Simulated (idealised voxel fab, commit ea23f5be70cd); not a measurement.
Presented below is a process module, voxel capacitor over wiring.
cross-section cut | 170 nm wide | cells 5 nm
Just so we're on the same page, the cross-sections are grids of square cells, and they're listed out in bands top to bottom, each band one or more rows deep.
Top, bottom (nm), then materials left to right with widths (nm); lone material tagged "edge to edge" fills the whole band edge to edge; "empty" = empty space.
Counting heights begins at 0, where everything beneath is, in the wafer as received, one material. The lowest band has no bottom; it goes on downwards, as "0 nm and below" shows.
The expression "30->40" gives the width at the extremes of the band, the first number at its top row of cells and the second at its bottom row, with the width changing by equal amounts from each row to the next in between.
"stayed the same" -> step changed no cross-section cell.
You'll see "Sealed internal cavities" listing empty spaces that have no way open to the top, as long as they're 8 cells or more; the notation is width x height at distance, where the distance is from the left edge, and all of it is in nm.
On each step's line, the part that comes after the settings is the simulator's own comment on the step.
On any step carrying a mask, the "overlay nm" setting, if present on the step's line, tells how far right of its planned place the mask lay; negative values point to the left.
Every pair from here on: before one process step, after it. The after cross-section reaches only to the lowest band that changed. Below the pair: the step in between and its settings. Pairs can belong to different runs of this module on the same starting wafer; a pair carries on from the pair above only if the entry headed "Pre-process" says so.
Pre-process:
55 nm to 50 nm | Ru edge to edge
50 nm to 45 nm | TiN=40  Ru=5  TiN=125
45 nm to 35 nm | SiO2=35  TiN=5  Ru=5  TiN=5  SiO2=120
35 nm to 30 nm | SiCN=35  TiN=15  SiCN=120
30 nm to 15 nm | SiO2=20  TiN=5  Cu=20  TiN=5  SiO2=65  TiN=5  Cu=20  TiN=5  SiO2=25
15 nm to 10 nm | SiN=20  TiN=30  SiN=65  TiN=30  SiN=25
10 nm to 0 nm | SiO2 edge to edge
0 nm and below | Si edge to edge
Sealed internal cavities: none
State After Step:
50 nm to 45 nm | TiN=40  Ru=5  TiN=125
No changes below 45.
Sealed internal cavities: none
Looking at the two cross-sections above, the step in the middle is CMP (height nm 50)
Pre-process: unchanged from the after cross-section in the pair immediately above; refer to that figure.
State After Step:
60 nm to 50 nm | TiN edge to edge
No changes below 50.
Sealed internal cavities: none
Looking at the two cross-sections above, the step in the middle is DIRECTIONAL_DEP (material TiN; thk nm 10)
Pre-process: unchanged from the after cross-section in the pair immediately above; refer to that figure.
State After Step:
65 nm to 60 nm | HfO2 edge to edge
No changes below 60.
Sealed internal cavities: none
Looking at the two cross-sections above, the step in the middle is DIRECTIONAL_DEP (material HfO2; thk nm 5)
Pre-process: unchanged from the after cross-section in the pair immediately above; refer to that figure.
State After Step:
75 nm to 65 nm | TiN edge to edge
No changes below 65.
Sealed internal cavities: none
Looking at the two cross-sections above, the step in the middle is DIRECTIONAL_DEP (material TiN; thk nm 10)
Pre-process: unchanged from the after cross-section in the pair immediately above; refer to that figure.
State After Step:
75 nm to 65 nm | empty=35  TiN=70  empty=65
No changes below 65.
Sealed internal cavities: none
Looking at the two cross-sections above, the step in the middle is MASKED_ETCH (tone cover; mask id UPPER_PLATE; width nm 70; etch materials TiN; depth nm 10; overlay nm 0)
Pre-process: unchanged from the after cross-section in the pair immediately above; refer to that figure.
State After Step:
75 nm to 65 nm | empty=35  TiN=70  empty=65
65 nm to 60 nm | empty=35  HfO2=70  empty=65
No changes below 60.
Sealed internal cavities: none
Looking at the two cross-sections above, the step in the middle is MASKED_ETCH (tone cover; mask id UPPER_PLATE; width nm 70; etch materials HfO2; depth nm 5; overlay nm 0)
Pre-process: unchanged from the after cross-section in the pair immediately above; refer to that figure.
State After Step:
90 nm to 75 nm | empty=35  aC=70  empty=65
75 nm to 65 nm | aC=35  TiN=70  aC=65
65 nm to 60 nm | aC=35  HfO2=70  aC=65
No changes below 60.
Sealed internal cavities: none
Looking at the two cross-sections above, the step in the middle is DIRECTIONAL_DEP (material aC; thk nm 15)
Pre-process: unchanged from the after cross-section in the pair immediately above; refer to that figure.
State After Step:
120 nm to 90 nm | empty=30  resist=80  empty=60
90 nm to 75 nm | empty=30  resist=5  aC=70  resist=5  empty=60
No changes below 75.
Sealed internal cavities: none
Looking at the two cross-sections above, the step in the middle is PATTERN (tone cover; mask id LOWER_PLATE; material resist; width nm 80; thk nm 30; overlay nm 0)
Pre-process: unchanged from the after cross-section in the pair immediately above; refer to that figure.
State After Step:
105 nm to 90 nm | empty=30  resist=80  empty=60
90 nm to 75 nm | empty=30  resist=5  aC=70  resist=5  empty=60
75 nm to 65 nm | empty=30  aC=5  TiN=70  aC=5  empty=60
65 nm to 60 nm | empty=30  aC=5  HfO2=70  aC=5  empty=60
No changes below 60.
Sealed internal cavities: none
Looking at the two cross-sections above, the step in the middle is DIRECTIONAL_ETCH (etch materials aC; depth nm 15)
Pre-process: unchanged from the after cross-section in the pair immediately above; refer to that figure.
State After Step:
90 nm to 75 nm | empty=35  aC=70  empty=65
No changes below 75.
Sealed internal cavities: none
Looking at the two cross-sections above, the step in the middle is STRIP (etch materials resist)
Pre-process: unchanged from the after cross-section in the pair immediately above; refer to that figure.
State After Step:
90 nm to 75 nm | empty=35  aC=70  empty=65
75 nm to 65 nm | empty=30  aC=5  TiN=70  aC=5  empty=60
65 nm to 60 nm | empty=30  aC=5  HfO2=70  aC=5  empty=60
60 nm to 50 nm | empty=30  TiN=80  empty=60
No changes below 50.
Sealed internal cavities: none
Looking at the two cross-sections above, the step in the middle is DIRECTIONAL_ETCH (etch materials TiN; depth nm 10)
Pre-process: unchanged from the after cross-section in the pair immediately above; refer to that figure.
State After Step:
75 nm to 65 nm | empty=35  TiN=70  empty=65
65 nm to 60 nm | empty=35  HfO2=70  empty=65
No changes below 60.
Sealed internal cavities: none
Looking at the two cross-sections above, the step in the middle is STRIP (etch materials aC)
Pre-process: unchanged from the after cross-section in the pair immediately above; refer to that figure.
State After Step:
90 nm to 75 nm | SiO2 edge to edge
75 nm to 65 nm | SiO2=35  TiN=70  SiO2=65
65 nm to 60 nm | SiO2=35  HfO2=70  SiO2=65
60 nm to 50 nm | SiO2=30  TiN=80  SiO2=60
No changes below 50.
Sealed internal cavities: none
Looking at the two cross-sections above, the step in the middle is FILL_DEP (material SiO2; thk nm 15)
Pre-process: unchanged from the after cross-section in the pair immediately above; refer to that figure.
State After Step:
80 nm to 75 nm | SiO2 edge to edge
No changes below 75.
Sealed internal cavities: none
Looking at the two cross-sections above, the step in the middle is CMP (height nm 80)
Pre-process: unchanged from the after cross-section in the pair immediately above; refer to that figure.
State After Step:
95 nm to 80 nm | resist=45  empty=15  resist=110
No changes below 80.
Sealed internal cavities: none
Looking at the two cross-sections above, the step in the middle is PATTERN (tone open; mask id PLUG_2; material resist; width nm 15; thk nm 15; overlay nm 0)
Pre-process: unchanged from the after cross-section in the pair immediately above; refer to that figure.
State After Step:
95 nm to 80 nm | resist=45  empty=15  resist=110
80 nm to 75 nm | SiO2=45  empty=15  SiO2=110
No changes below 75.
Sealed internal cavities: none
Looking at the two cross-sections above, the step in the middle is DIRECTIONAL_ETCH (etch materials SiO2; depth nm 10)
Pre-process: unchanged from the after cross-section in the pair immediately above; refer to that figure.
State After Step:
80 nm to 75 nm | SiO2=45  empty=15  SiO2=110
No changes below 75.
Sealed internal cavities: none
Looking at the two cross-sections above, the step in the middle is STRIP (etch materials resist)
Pre-process: unchanged from the after cross-section in the pair immediately above; refer to that figure.
State After Step:
85 nm to 80 nm | TiN=50  empty=5  TiN=115
80 nm to 75 nm | SiO2=45  TiN=15  SiO2=110
No changes below 75.
Sealed internal cavities: none
Looking at the two cross-sections above, the step in the middle is CONFORMAL_DEP (material TiN; thk nm 5)
Pre-process: unchanged from the after cross-section in the pair immediately above; refer to that figure.
State After Step:
95 nm to 85 nm | Ru edge to edge
85 nm to 80 nm | TiN=50  Ru=5  TiN=115
No changes below 80.
Sealed internal cavities: none
Looking at the two cross-sections above, the step in the middle is FILL_DEP (material Ru; thk nm 10)
Pre-process: unchanged from the after cross-section in the pair immediately above; refer to that figure.
State After Step:
80 nm to 75 nm | SiO2=45  TiN=15  SiO2=110
No changes below 75.
Sealed internal cavities: none
Looking at the two cross-sections above, the step in the middle is CMP (height nm 80)
Pre-process: unchanged from the after cross-section in the pair immediately above; refer to that figure.
State After Step:
85 nm to 80 nm | SiCN edge to edge
No changes below 80.
Sealed internal cavities: none
Looking at the two cross-sections above, the step in the middle is CONFORMAL_DEP (material SiCN; thk nm 5)
Pre-process:
85 nm to 70 nm | empty=35  aC=70  empty=65
70 nm to 60 nm | aC=35  TiN=70  aC=65
60 nm to 55 nm | aC=35  HfO2=70  aC=65
55 nm to 45 nm | TiN edge to edge
45 nm to 35 nm | SiO2=35  TiN=5  Ru=5  TiN=5  SiO2=120
35 nm to 30 nm | SiCN=35  TiN=15  SiCN=120
30 nm to 15 nm | SiO2=20  TiN=5  Cu=20  TiN=5  SiO2=65  TiN=5  Cu=20  TiN=5  SiO2=25
15 nm to 10 nm | SiN=20  TiN=30  SiN=65  TiN=30  SiN=25
10 nm to 0 nm | SiO2 edge to edge
0 nm and below | Si edge to edge
Sealed internal cavities: none
State After Step:
115 nm to 85 nm | empty=30  resist=85  empty=55
85 nm to 70 nm | empty=30  resist=5  aC=70  resist=10  empty=55
No changes below 70.
Sealed internal cavities: none
Looking at the two cross-sections above, the step in the middle is PATTERN (tone cover; mask id LOWER_PLATE; material resist; width nm 85; thk nm 30; overlay nm 0)
Pre-process: unchanged from the after cross-section in the pair immediately above; refer to that figure.
State After Step:
100 nm to 85 nm | empty=30  resist=85  empty=55
85 nm to 70 nm | empty=30  resist=5  aC=70  resist=10  empty=55
70 nm to 60 nm | empty=30  aC=5  TiN=70  aC=10  empty=55
60 nm to 55 nm | empty=30  aC=5  HfO2=70  aC=10  empty=55
No changes below 55.
Sealed internal cavities: none
Looking at the two cross-sections above, the step in the middle is DIRECTIONAL_ETCH (etch materials aC; depth nm 15)
Pre-process: unchanged from the after cross-section in the pair immediately above; refer to that figure.
State After Step:
85 nm to 70 nm | empty=35  aC=70  empty=65
No changes below 70.
Sealed internal cavities: none
Looking at the two cross-sections above, the step in the middle is STRIP (etch materials resist)
Pre-process: unchanged from the after cross-section in the pair immediately above; refer to that figure.
State After Step:
85 nm to 70 nm | empty=35  aC=70  empty=65
70 nm to 60 nm | empty=30  aC=5  TiN=70  aC=10  empty=55
60 nm to 55 nm | empty=30  aC=5  HfO2=70  aC=10  empty=55
55 nm to 45 nm | empty=30  TiN=85  empty=55
No changes below 45.
Sealed internal cavities: none
Looking at the two cross-sections above, the step in the middle is DIRECTIONAL_ETCH (etch materials TiN; depth nm 10)
Pre-process: unchanged from the after cross-section in the pair immediately above; refer to that figure.
State After Step:
70 nm to 60 nm | empty=35  TiN=70  empty=65
60 nm to 55 nm | empty=35  HfO2=70  empty=65
No changes below 55.
Sealed internal cavities: none
Looking at the two cross-sections above, the step in the middle is STRIP (etch materials aC)
Pre-process: unchanged from the after cross-section in the pair immediately above; refer to that figure.
State After Step:
85 nm to 70 nm | SiO2 edge to edge
70 nm to 60 nm | SiO2=35  TiN=70  SiO2=65
60 nm to 55 nm | SiO2=35  HfO2=70  SiO2=65
55 nm to 45 nm | SiO2=30  TiN=85  SiO2=55
No changes below 45.
Sealed internal cavities: none
Looking at the two cross-sections above, the step in the middle is FILL_DEP (material SiO2; thk nm 15)
Pre-process: unchanged from the after cross-section in the pair immediately above; refer to that figure.
State After Step:
80 nm to 70 nm | SiO2 edge to edge
No changes below 70.
Sealed internal cavities: none
Looking at the two cross-sections above, the step in the middle is CMP (height nm 80)
Pre-process: unchanged from the after cross-section in the pair immediately above; refer to that figure.
State After Step:
95 nm to 80 nm | resist=45  empty=15  resist=110
No changes below 80.
Sealed internal cavities: none
Looking at the two cross-sections above, the step in the middle is PATTERN (tone open; mask id PLUG_2; material resist; width nm 15; thk nm 15; overlay nm 0)
Pre-process: unchanged from the after cross-section in the pair immediately above; refer to that figure.
State After Step:
95 nm to 80 nm | resist=45  empty=15  resist=110
80 nm to 70 nm | SiO2=45  empty=15  SiO2=110
No changes below 70.
Sealed internal cavities: none
Looking at the two cross-sections above, the step in the middle is DIRECTIONAL_ETCH (etch materials SiO2; depth nm 10)
Pre-process: unchanged from the after cross-section in the pair immediately above; refer to that figure.
State After Step:
80 nm to 70 nm | SiO2=45  empty=15  SiO2=110
No changes below 70.
Sealed internal cavities: none
Looking at the two cross-sections above, the step in the middle is STRIP (etch materials resist)
Pre-process: unchanged from the after cross-section in the pair immediately above; refer to that figure.
State After Step:
85 nm to 80 nm | TiN=50  empty=5  TiN=115
80 nm to 75 nm | SiO2=45  TiN=5  empty=5  TiN=5  SiO2=110
75 nm to 70 nm | SiO2=45  TiN=15  SiO2=110
No changes below 70.
Sealed internal cavities: none
Looking at the two cross-sections above, the step in the middle is CONFORMAL_DEP (material TiN; thk nm 5)
Pre-process: unchanged from the after cross-section in the pair immediately above; refer to that figure.
State After Step:
95 nm to 85 nm | Ru edge to edge
85 nm to 80 nm | TiN=50  Ru=5  TiN=115
80 nm to 75 nm | SiO2=45  TiN=5  Ru=5  TiN=5  SiO2=110
No changes below 75.
Sealed internal cavities: none
Looking at the two cross-sections above, the step in the middle is FILL_DEP (material Ru; thk nm 10)
Pre-process: unchanged from the after cross-section in the pair immediately above; refer to that figure.
State After Step:
80 nm to 75 nm | SiO2=45  TiN=5  Ru=5  TiN=5  SiO2=110
No changes below 75.
Sealed internal cavities: none
Looking at the two cross-sections above, the step in the middle is CMP (height nm 80)
Pre-process: unchanged from the after cross-section in the pair immediately above; refer to that figure.
State After Step:
85 nm to 80 nm | SiCN edge to edge
No changes below 80.
Sealed internal cavities: none
Looking at the two cross-sections above, the step in the middle is CONFORMAL_DEP (material SiCN; thk nm 5)
Pre-process:
55 nm to 45 nm | aC edge to edge
45 nm to 35 nm | SiO2 edge to edge
35 nm to 30 nm | SiCN edge to edge
30 nm to 15 nm | SiO2=20  TiN=5  Cu=20  TiN=5  SiO2=65  TiN=5  Cu=20  TiN=5  SiO2=25
15 nm to 10 nm | SiN=20  TiN=30  SiN=65  TiN=30  SiN=25
10 nm to 0 nm | SiO2 edge to edge
0 nm and below | Si edge to edge
Sealed internal cavities: none
State After Step:
80 nm to 55 nm | resist=40  empty=15  resist=115
No changes below 55.
Sealed internal cavities: none
Looking at the two cross-sections above, the step in the middle is PATTERN (tone open; mask id PLUG_1; material resist; width nm 15; thk nm 25; overlay nm 5)
Pre-process: unchanged from the after cross-section in the pair immediately above; refer to that figure.
State After Step:
70 nm to 55 nm | resist=40  empty=15  resist=115
55 nm to 45 nm | aC=40  empty=15  aC=115
No changes below 45.
Sealed internal cavities: none
Looking at the two cross-sections above, the step in the middle is DIRECTIONAL_ETCH (etch materials aC; depth nm 10)
Pre-process: unchanged from the after cross-section in the pair immediately above; refer to that figure.
State After Step:
55 nm to 45 nm | aC=40  empty=15  aC=115
No changes below 45.
Sealed internal cavities: none
Looking at the two cross-sections above, the step in the middle is STRIP (etch materials resist)
Pre-process: unchanged from the after cross-section in the pair immediately above; refer to that figure.
State After Step:
55 nm to 45 nm | aC=40  empty=15  aC=115
45 nm to 35 nm | SiO2=40  empty=15  SiO2=115
No changes below 35.
Sealed internal cavities: none
Looking at the two cross-sections above, the step in the middle is DIRECTIONAL_ETCH (etch materials SiO2; depth nm 10)
Pre-process: unchanged from the after cross-section in the pair immediately above; refer to that figure.
State After Step:
55 nm to 45 nm | aC=40  empty=15  aC=115
45 nm to 35 nm | SiO2=40  empty=15  SiO2=115
35 nm to 30 nm | SiCN=40  empty=15  SiCN=115
No changes below 30.
Sealed internal cavities: none
Looking at the two cross-sections above, the step in the middle is DIRECTIONAL_ETCH (etch materials SiCN; depth nm 5)
Pre-process: unchanged from the after cross-section in the pair immediately above; refer to that figure.
State After Step:
45 nm to 35 nm | SiO2=40  empty=15  SiO2=115
No changes below 35.
Sealed internal cavities: none
Looking at the two cross-sections above, the step in the middle is STRIP (etch materials aC)
Pre-process: unchanged from the after cross-section in the pair immediately above; refer to that figure.
State After Step:
50 nm to 45 nm | TiN=45  empty=5  TiN=120
45 nm to 35 nm | SiO2=40  TiN=5  empty=5  TiN=5  SiO2=115
35 nm to 30 nm | SiCN=40  TiN=15  SiCN=115
No changes below 30.
Sealed internal cavities: none
Looking at the two cross-sections above, the step in the middle is CONFORMAL_DEP (material TiN; thk nm 5)
Pre-process: unchanged from the after cross-section in the pair immediately above; refer to that figure.
State After Step:
55 nm to 50 nm | Ru edge to edge
50 nm to 45 nm | TiN=45  Ru=5  TiN=120
45 nm to 35 nm | SiO2=40  TiN=5  Ru=5  TiN=5  SiO2=115
No changes below 35.
Sealed internal cavities: none
Looking at the two cross-sections above, the step in the middle is FILL_DEP (material Ru; thk nm 5)
Pre-process: unchanged from the after cross-section in the pair immediately above; refer to that figure.
State After Step:
45 nm to 35 nm | SiO2=40  TiN=5  Ru=5  TiN=5  SiO2=115
No changes below 35.
Sealed internal cavities: none
Looking at the two cross-sections above, the step in the middle is CMP (height nm 45)
Pre-process: unchanged from the after cross-section in the pair immediately above; refer to that figure.
State After Step:
55 nm to 45 nm | TiN edge to edge
No changes below 45.
Sealed internal cavities: none
Looking at the two cross-sections above, the step in the middle is DIRECTIONAL_DEP (material TiN; thk nm 10)
Pre-process: unchanged from the after cross-section in the pair immediately above; refer to that figure.
State After Step:
60 nm to 55 nm | HfO2 edge to edge
No changes below 55.
Sealed internal cavities: none
Looking at the two cross-sections above, the step in the middle is DIRECTIONAL_DEP (material HfO2; thk nm 5)
Pre-process: unchanged from the after cross-section in the pair immediately above; refer to that figure.
State After Step:
70 nm to 60 nm | TiN edge to edge
No changes below 60.
Sealed internal cavities: none
Looking at the two cross-sections above, the step in the middle is DIRECTIONAL_DEP (material TiN; thk nm 10)
Pre-process: unchanged from the after cross-section in the pair immediately above; refer to that figure.
State After Step:
70 nm to 60 nm | empty=35  TiN=70  empty=65
No changes below 60.
Sealed internal cavities: none
Looking at the two cross-sections above, the step in the middle is MASKED_ETCH (tone cover; mask id UPPER_PLATE; width nm 70; etch materials TiN; depth nm 10; overlay nm 0)
Pre-process: unchanged from the after cross-section in the pair immediately above; refer to that figure.
State After Step:
70 nm to 60 nm | empty=35  TiN=70  empty=65
60 nm to 55 nm | empty=35  HfO2=70  empty=65
No changes below 55.
Sealed internal cavities: none
Looking at the two cross-sections above, the step in the middle is MASKED_ETCH (tone cover; mask id UPPER_PLATE; width nm 70; etch materials HfO2; depth nm 5; overlay nm 0)
Pre-process: unchanged from the after cross-section in the pair immediately above; refer to that figure.
State After Step:
85 nm to 70 nm | empty=35  aC=70  empty=65
70 nm to 60 nm | aC=35  TiN=70  aC=65
60 nm to 55 nm | aC=35  HfO2=70  aC=65
No changes below 55.
Sealed internal cavities: none
Looking at the two cross-sections above, the step in the middle is DIRECTIONAL_DEP (material aC; thk nm 15)
Pre-process: unchanged from the after cross-section in the pair immediately above; refer to that figure.
State After Step:
115 nm to 85 nm | empty=30  resist=80  empty=60
85 nm to 70 nm | empty=30  resist=5  aC=70  resist=5  empty=60
No changes below 70.
Sealed internal cavities: none
Looking at the two cross-sections above, the step in the middle is PATTERN (tone cover; mask id LOWER_PLATE; material resist; width nm 80; thk nm 30; overlay nm 0)
Pre-process: unchanged from the after cross-section in the pair immediately above; refer to that figure.
State After Step:
100 nm to 85 nm | empty=30  resist=80  empty=60
85 nm to 70 nm | empty=30  resist=5  aC=70  resist=5  empty=60
70 nm to 60 nm | empty=30  aC=5  TiN=70  aC=5  empty=60
60 nm to 55 nm | empty=30  aC=5  HfO2=70  aC=5  empty=60
No changes below 55.
Sealed internal cavities: none
Looking at the two cross-sections above, the step in the middle is DIRECTIONAL_ETCH (etch materials aC; depth nm 15)
Pre-process: unchanged from the after cross-section in the pair immediately above; refer to that figure.
State After Step:
85 nm to 70 nm | empty=35  aC=70  empty=65
No changes below 70.
Sealed internal cavities: none
Looking at the two cross-sections above, the step in the middle is STRIP (etch materials resist)
Pre-process: unchanged from the after cross-section in the pair immediately above; refer to that figure.
State After Step:
85 nm to 70 nm | empty=35  aC=70  empty=65
70 nm to 60 nm | empty=30  aC=5  TiN=70  aC=5  empty=60
60 nm to 55 nm | empty=30  aC=5  HfO2=70  aC=5  empty=60
55 nm to 45 nm | empty=30  TiN=80  empty=60
No changes below 45.
Sealed internal cavities: none
Looking at the two cross-sections above, the step in the middle is DIRECTIONAL_ETCH (etch materials TiN; depth nm 10)
Pre-process: unchanged from the after cross-section in the pair immediately above; refer to that figure.
State After Step:
70 nm to 60 nm | empty=35  TiN=70  empty=65
60 nm to 55 nm | empty=35  HfO2=70  empty=65
No changes below 55.
Sealed internal cavities: none
Looking at the two cross-sections above, the step in the middle is STRIP (etch materials aC)
Pre-process: unchanged from the after cross-section in the pair immediately above; refer to that figure.
State After Step:
85 nm to 70 nm | SiO2 edge to edge
70 nm to 60 nm | SiO2=35  TiN=70  SiO2=65
60 nm to 55 nm | SiO2=35  HfO2=70  SiO2=65
55 nm to 45 nm | SiO2=30  TiN=80  SiO2=60
No changes below 45.
Sealed internal cavities: none
Looking at the two cross-sections above, the step in the middle is FILL_DEP (material SiO2; thk nm 15)
Pre-process: unchanged from the after cross-section in the pair immediately above; refer to that figure.
State After Step:
80 nm to 70 nm | SiO2 edge to edge
No changes below 70.
Sealed internal cavities: none
Looking at the two cross-sections above, the step in the middle is CMP (height nm 80)
Pre-process: unchanged from the after cross-section in the pair immediately above; refer to that figure.
State After Step:
95 nm to 80 nm | resist=45  empty=15  resist=110
No changes below 80.
Sealed internal cavities: none
Looking at the two cross-sections above, the step in the middle is PATTERN (tone open; mask id PLUG_2; material resist; width nm 15; thk nm 15; overlay nm 0)
Pre-process: unchanged from the after cross-section in the pair immediately above; refer to that figure.
State After Step:
95 nm to 80 nm | resist=45  empty=15  resist=110
80 nm to 70 nm | SiO2=45  empty=15  SiO2=110
No changes below 70.
Sealed internal cavities: none
Looking at the two cross-sections above, the step in the middle is DIRECTIONAL_ETCH (etch materials SiO2; depth nm 10)
Pre-process: unchanged from the after cross-section in the pair immediately above; refer to that figure.
State After Step:
80 nm to 70 nm | SiO2=45  empty=15  SiO2=110
No changes below 70.
Sealed internal cavities: none
Looking at the two cross-sections above, the step in the middle is STRIP (etch materials resist)
Pre-process: unchanged from the after cross-section in the pair immediately above; refer to that figure.
State After Step:
85 nm to 80 nm | TiN=50  empty=5  TiN=115
80 nm to 75 nm | SiO2=45  TiN=5  empty=5  TiN=5  SiO2=110
75 nm to 70 nm | SiO2=45  TiN=15  SiO2=110
No changes below 70.
Sealed internal cavities: none
Looking at the two cross-sections above, the step in the middle is CONFORMAL_DEP (material TiN; thk nm 5)
Pre-process: unchanged from the after cross-section in the pair immediately above; refer to that figure.
State After Step:
95 nm to 85 nm | Ru edge to edge
85 nm to 80 nm | TiN=50  Ru=5  TiN=115
80 nm to 75 nm | SiO2=45  TiN=5  Ru=5  TiN=5  SiO2=110
No changes below 75.
Sealed internal cavities: none
Looking at the two cross-sections above, the step in the middle is FILL_DEP (material Ru; thk nm 10)
Pre-process: unchanged from the after cross-section in the pair immediately above; refer to that figure.
State After Step:
80 nm to 75 nm | SiO2=45  TiN=5  Ru=5  TiN=5  SiO2=110
No changes below 75.
Sealed internal cavities: none
Looking at the two cross-sections above, the step in the middle is CMP (height nm 80)
Pre-process: unchanged from the after cross-section in the pair immediately above; refer to that figure.
State After Step:
85 nm to 80 nm | SiCN edge to edge
No changes below 80.
Sealed internal cavities: none
Looking at the two cross-sections above, the step in the middle is CONFORMAL_DEP (material SiCN; thk nm 5)
Pre-process:
45 nm to 35 nm | SiO2=35  TiN=5  Ru=5  TiN=5  SiO2=120
35 nm to 30 nm | SiCN=35  TiN=15  SiCN=120
30 nm to 15 nm | SiO2=20  TiN=5  Cu=20  TiN=5  SiO2=65  TiN=5  Cu=20  TiN=5  SiO2=25
15 nm to 10 nm | SiN=20  TiN=30  SiN=65  TiN=30  SiN=25
10 nm to 0 nm | SiO2 edge to edge
0 nm and below | Si edge to edge
Sealed internal cavities: none
State After Step:
55 nm to 45 nm | SiO2 edge to edge
No changes below 45.
Sealed internal cavities: none
Looking at the two cross-sections above, the step in the middle is DIRECTIONAL_DEP (material SiO2; thk nm 10)
Pre-process: unchanged from the after cross-section in the pair immediately above; refer to that figure.
State After Step:
60 nm to 55 nm | HfO2 edge to edge
No changes below 55.
Sealed internal cavities: none
Looking at the two cross-sections above, the step in the middle is DIRECTIONAL_DEP (material HfO2; thk nm 5)
Pre-process: unchanged from the after cross-section in the pair immediately above; refer to that figure.
State After Step:
70 nm to 60 nm | TiN edge to edge
No changes below 60.
Sealed internal cavities: none
Looking at the two cross-sections above, the step in the middle is DIRECTIONAL_DEP (material TiN; thk nm 10)
Pre-process: unchanged from the after cross-section in the pair immediately above; refer to that figure.
State After Step:
70 nm to 60 nm | empty=35  TiN=70  empty=65
No changes below 60.
Sealed internal cavities: none
Looking at the two cross-sections above, the step in the middle is MASKED_ETCH (tone cover; mask id UPPER_PLATE; width nm 70; etch materials TiN; depth nm 10; overlay nm 0)
Pre-process: unchanged from the after cross-section in the pair immediately above; refer to that figure.
State After Step:
70 nm to 60 nm | empty=35  TiN=70  empty=65
60 nm to 55 nm | empty=35  HfO2=70  empty=65
No changes below 55.
Sealed internal cavities: none
Looking at the two cross-sections above, the step in the middle is MASKED_ETCH (tone cover; mask id UPPER_PLATE; width nm 70; etch materials HfO2; depth nm 5; overlay nm 0)
Pre-process: unchanged from the after cross-section in the pair immediately above; refer to that figure.
State After Step:
85 nm to 70 nm | empty=35  aC=70  empty=65
70 nm to 60 nm | aC=35  TiN=70  aC=65
60 nm to 55 nm | aC=35  HfO2=70  aC=65
No changes below 55.
Sealed internal cavities: none
Looking at the two cross-sections above, the step in the middle is DIRECTIONAL_DEP (material aC; thk nm 15)
Pre-process: unchanged from the after cross-section in the pair immediately above; refer to that figure.
State After Step:
115 nm to 85 nm | empty=30  resist=80  empty=60
85 nm to 70 nm | empty=30  resist=5  aC=70  resist=5  empty=60
No changes below 70.
Sealed internal cavities: none
Looking at the two cross-sections above, the step in the middle is PATTERN (tone cover; mask id LOWER_PLATE; material resist; width nm 80; thk nm 30; overlay nm 0)
Pre-process: unchanged from the after cross-section in the pair immediately above; refer to that figure.
State After Step:
100 nm to 85 nm | empty=30  resist=80  empty=60
85 nm to 70 nm | empty=30  resist=5  aC=70  resist=5  empty=60
70 nm to 60 nm | empty=30  aC=5  TiN=70  aC=5  empty=60
60 nm to 55 nm | empty=30  aC=5  HfO2=70  aC=5  empty=60
No changes below 55.
Sealed internal cavities: none
Looking at the two cross-sections above, the step in the middle is DIRECTIONAL_ETCH (etch materials aC; depth nm 15)
Pre-process: unchanged from the after cross-section in the pair immediately above; refer to that figure.
State After Step:
85 nm to 70 nm | empty=35  aC=70  empty=65
No changes below 70.
Sealed internal cavities: none
Looking at the two cross-sections above, the step in the middle is STRIP (etch materials resist)
Pre-process: unchanged from the after cross-section in the pair immediately above; refer to that figure.
State After Step:
70 nm to 60 nm | empty=35  TiN=70  empty=65
60 nm to 55 nm | empty=35  HfO2=70  empty=65
No changes below 55.
Sealed internal cavities: none
Looking at the two cross-sections above, the step in the middle is STRIP (etch materials aC)
Pre-process: unchanged from the after cross-section in the pair immediately above; refer to that figure.
State After Step:
85 nm to 70 nm | SiO2 edge to edge
70 nm to 60 nm | SiO2=35  TiN=70  SiO2=65
60 nm to 55 nm | SiO2=35  HfO2=70  SiO2=65
No changes below 55.
Sealed internal cavities: none
Looking at the two cross-sections above, the step in the middle is FILL_DEP (material SiO2; thk nm 15)
Pre-process: unchanged from the after cross-section in the pair immediately above; refer to that figure.
State After Step:
80 nm to 70 nm | SiO2 edge to edge
No changes below 70.
Sealed internal cavities: none
Looking at the two cross-sections above, the step in the middle is CMP (height nm 80)
Pre-process: unchanged from the after cross-section in the pair immediately above; refer to that figure.
State After Step:
95 nm to 80 nm | resist=45  empty=15  resist=110
No changes below 80.
Sealed internal cavities: none
Looking at the two cross-sections above, the step in the middle is PATTERN (tone open; mask id PLUG_2; material resist; width nm 15; thk nm 15; overlay nm 0)
Pre-process: unchanged from the after cross-section in the pair immediately above; refer to that figure.
State After Step:
95 nm to 80 nm | resist=45  empty=15  resist=110
80 nm to 70 nm | SiO2=45  empty=15  SiO2=110
No changes below 70.
Sealed internal cavities: none
Looking at the two cross-sections above, the step in the middle is DIRECTIONAL_ETCH (etch materials SiO2; depth nm 10)
Pre-process: unchanged from the after cross-section in the pair immediately above; refer to that figure.
State After Step:
80 nm to 70 nm | SiO2=45  empty=15  SiO2=110
No changes below 70.
Sealed internal cavities: none
Looking at the two cross-sections above, the step in the middle is STRIP (etch materials resist)
Pre-process: unchanged from the after cross-section in the pair immediately above; refer to that figure.
State After Step:
85 nm to 80 nm | TiN=50  empty=5  TiN=115
80 nm to 75 nm | SiO2=45  TiN=5  empty=5  TiN=5  SiO2=110
75 nm to 70 nm | SiO2=45  TiN=15  SiO2=110
No changes below 70.
Sealed internal cavities: none
Looking at the two cross-sections above, the step in the middle is CONFORMAL_DEP (material TiN; thk nm 5)
Pre-process: unchanged from the after cross-section in the pair immediately above; refer to that figure.
State After Step:
95 nm to 85 nm | Ru edge to edge
85 nm to 80 nm | TiN=50  Ru=5  TiN=115
80 nm to 75 nm | SiO2=45  TiN=5  Ru=5  TiN=5  SiO2=110
No changes below 75.
Sealed internal cavities: none
Looking at the two cross-sections above, the step in the middle is FILL_DEP (material Ru; thk nm 10)
Pre-process: unchanged from the after cross-section in the pair immediately above; refer to that figure.
State After Step:
80 nm to 75 nm | SiO2=45  TiN=5  Ru=5  TiN=5  SiO2=110
No changes below 75.
Sealed internal cavities: none
Looking at the two cross-sections above, the step in the middle is CMP (height nm 80)
Pre-process: unchanged from the after cross-section in the pair immediately above; refer to that figure.
State After Step:
85 nm to 80 nm | SiCN edge to edge
No changes below 80.
Sealed internal cavities: none
Looking at the two cross-sections above, the step in the middle is CONFORMAL_DEP (material SiCN; thk nm 5)
